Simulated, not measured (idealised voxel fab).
You're looking at the process module voxel capacitor over wiring.
Cross-section cut: width 300 nm, square cells of 5 nm.
The cross-sections in this document take the form of a grid made of square cells. They are written out as bands, in order from top to bottom. Each band consists of one or more rows of cells.
Heads up on the band format: heights come first, top then bottom, in nm. After that it's the materials left to right, each with its width in nm. A single material flagged "everywhere" fills the whole band edge to edge, and "blank" means there's empty space there.
Measure heights from 0. That's the level where, below it, the as-received wafer is all one material. The lowest band is bottomless and extends downward; write it as in "z 0 and below".
Think of "30 to 40" as a width that walks from the first number to the second as you go down the band, top row to bottom row, taking equal-sized steps from row to row.
When a step is marked "no change occurred", none of the cells in the cross-section changed during that step.
The list in "Closed void entries" covers empty spaces of 8 cells or more that cannot reach the top through any open way, and it gives each as width x height at distance; the distance is from the left edge, and width, height and distance are in nm.
Post-settings text on a step line: simulator's own remark regarding the step.
A step line may carry the setting "overlay nm", which, for steps involving a mask, states the distance by which the mask lay to the right of its intended position; negative values denote displacement to the left.
THIS SECTION LISTS THE PROCESS STEPS THAT WERE PLANNED
| 1 | RECEIVE with material Si |
| 2 | CONFORMAL_DEP with material SiO2, thk nm 10 |
| 3 | CONFORMAL_DEP with material SiN, thk nm 5 |
| 4 | DIRECTIONAL_DEP with material SiO2, thk nm 25 |
| 5 | DIRECTIONAL_DEP with material aC, thk nm 10 |
| 6 | PATTERN with tone open, mask id METAL_1, material resist, width nm 30, pitch nm 85, thk nm 30, overlay nm 0 |
| 7 | DIRECTIONAL_ETCH with etch materials aC, depth nm 10 |
| 8 | STRIP with etch materials resist |
| 9 | DIRECTIONAL_ETCH with etch materials SiO2, depth nm 25 |
| 10 | DIRECTIONAL_ETCH with etch materials SiN, depth nm 5 |
| 11 | STRIP with etch materials aC |
| 12 | CONFORMAL_DEP with material TiN, thk nm 5 |
| 13 | FILL_DEP with material Cu, thk nm 10 |
| 14 | CMP with height nm 40 |
| 15 | CONFORMAL_DEP with material SiCN, thk nm 5 |
| 16 | DIRECTIONAL_DEP with material lowk, thk nm 20 |
| 17 | MASKED_ETCH with tone open, mask id PLUG_1, width nm 15, etch materials lowk, depth nm 20, overlay nm 0 |
| 18 | MASKED_ETCH with tone open, mask id PLUG_1, width nm 15, etch materials SiCN, depth nm 5, overlay nm 0 |
| 19 | EPI with material Ru, thk nm 10 |
| 20 | EPI with material Ru, thk nm 10 |
| 21 | EPI with material Ru, thk nm 5 |
| 22 | DIRECTIONAL_DEP with material TiN, thk nm 10 |
| 23 | DIRECTIONAL_DEP with material SiN, thk nm 5 |
| 24 | DIRECTIONAL_DEP with material TiN, thk nm 5 |
| 25 | MASKED_ETCH with tone cover, mask id UPPER_PLATE, width nm 60, etch materials TiN, depth nm 5, overlay nm 0 |
| 26 | MASKED_ETCH with tone cover, mask id UPPER_PLATE, width nm 60, etch materials SiN, depth nm 5, overlay nm 0 |
| 27 | PATTERN with tone cover, mask id LOWER_PLATE, material resist, width nm 70, thk nm 15, overlay nm 0 |
| 28 | DIRECTIONAL_ETCH with etch materials TiN, depth nm 10 |
| 29 | STRIP with etch materials resist |
| 30 | FILL_DEP with material SiO2, thk nm 15 |
| 31 | CMP with height nm 95 |
| 32 | MASKED_ETCH with tone open, mask id PLUG_2, width nm 15, etch materials SiO2, depth nm 10, overlay nm 0 |
| 33 | CONFORMAL_DEP with material TiN, thk nm 5 |
| 34 | FILL_DEP with material W, thk nm 5 |
| 35 | CMP with height nm 95 |
| 36 | CONFORMAL_DEP with material SiCN, thk nm 5 |
CROSS-SECTION OF THE INCOMING WAFER, STATE AFTER STEP 1
> z 0 and below | Si everywhere
> Closed void entries: none
POST-MODULE CROSS-SECTION OF THE FIRST OF TWO WAFERS (RUN PER PLAN)
> z 100 to 95 | SiCN everywhere
> z 95 to 90 | SiO2 115 nm; TiN 5 nm; W 5 nm; TiN 5 nm; SiO2 170 nm
> z 90 to 80 | SiO2 115 to 105 nm; TiN 15 to 60 nm; SiO2 170 to 135 nm
> z 80 to 75 | SiO2 105 nm; SiN 60 nm; SiO2 135 nm
> z 75 to 65 | SiO2 100 nm; TiN 70 nm; SiO2 130 nm
> z 65 to 45 | lowk 105 nm; Ru 15 nm; lowk 180 nm
> z 45 to 40 | SiCN 105 nm; Ru 15 nm; SiCN 180 nm
> z 40 to 15 | SiO2 90 nm; TiN 5 nm; Cu 20 nm; TiN 5 nm; SiO2 55 nm; TiN 5 nm; Cu 20 nm; TiN 5 nm; SiO2 95 nm
> z 15 to 10 | SiN 90 nm; TiN 30 nm; SiN 55 nm; TiN 30 nm; SiN 95 nm
> z 10 to 0 | SiO2 everywhere
> z 0 and below | Si everywhere
> Closed void entries: none
SAME START, SAME PLAN AS THE FIRST WAFER - BUT ONE MISTAKE IN THE RUN. CROSS-SECTION OF THE SECOND OF THE TWO AT THE END OF THE MODULE
> z 100 to 95 | SiCN everywhere
> z 95 to 90 | SiO2 115 nm; TiN 5 nm; W 5 nm; TiN 5 nm; SiO2 170 nm
> z 90 to 85 | SiO2 115 nm; TiN 15 nm; SiO2 170 nm
> z 85 to 80 | SiO2 everywhere
> z 80 to 75 | SiO2 105 nm; SiN 60 nm; SiO2 135 nm
> z 75 to 65 | TiN 100 nm; SiO2 5 nm; TiN 60 nm; SiO2 5 nm; TiN 130 nm
> z 65 to 45 | lowk 105 nm; Ru 15 nm; lowk 180 nm
> z 45 to 40 | SiCN 105 nm; Ru 15 nm; SiCN 180 nm
> z 40 to 15 | SiO2 90 nm; TiN 5 nm; Cu 20 nm; TiN 5 nm; SiO2 55 nm; TiN 5 nm; Cu 20 nm; TiN 5 nm; SiO2 95 nm
> z 15 to 10 | SiN 90 nm; TiN 30 nm; SiN 55 nm; TiN 30 nm; SiN 95 nm
> z 10 to 0 | SiO2 everywhere
> z 0 and below | Si everywhere
> Closed void entries: none
Finding, execution versus plan: step 27 was not run as planned; what actually ran was PATTERN with tone open, mask id LOWER_PLATE, material resist, width nm 70, thk nm 15, overlay nm 0
Counted in cells at the end, the second wafer holds more or fewer of these materials than the first: SiO2: 76 fewer | TiN: 76 more
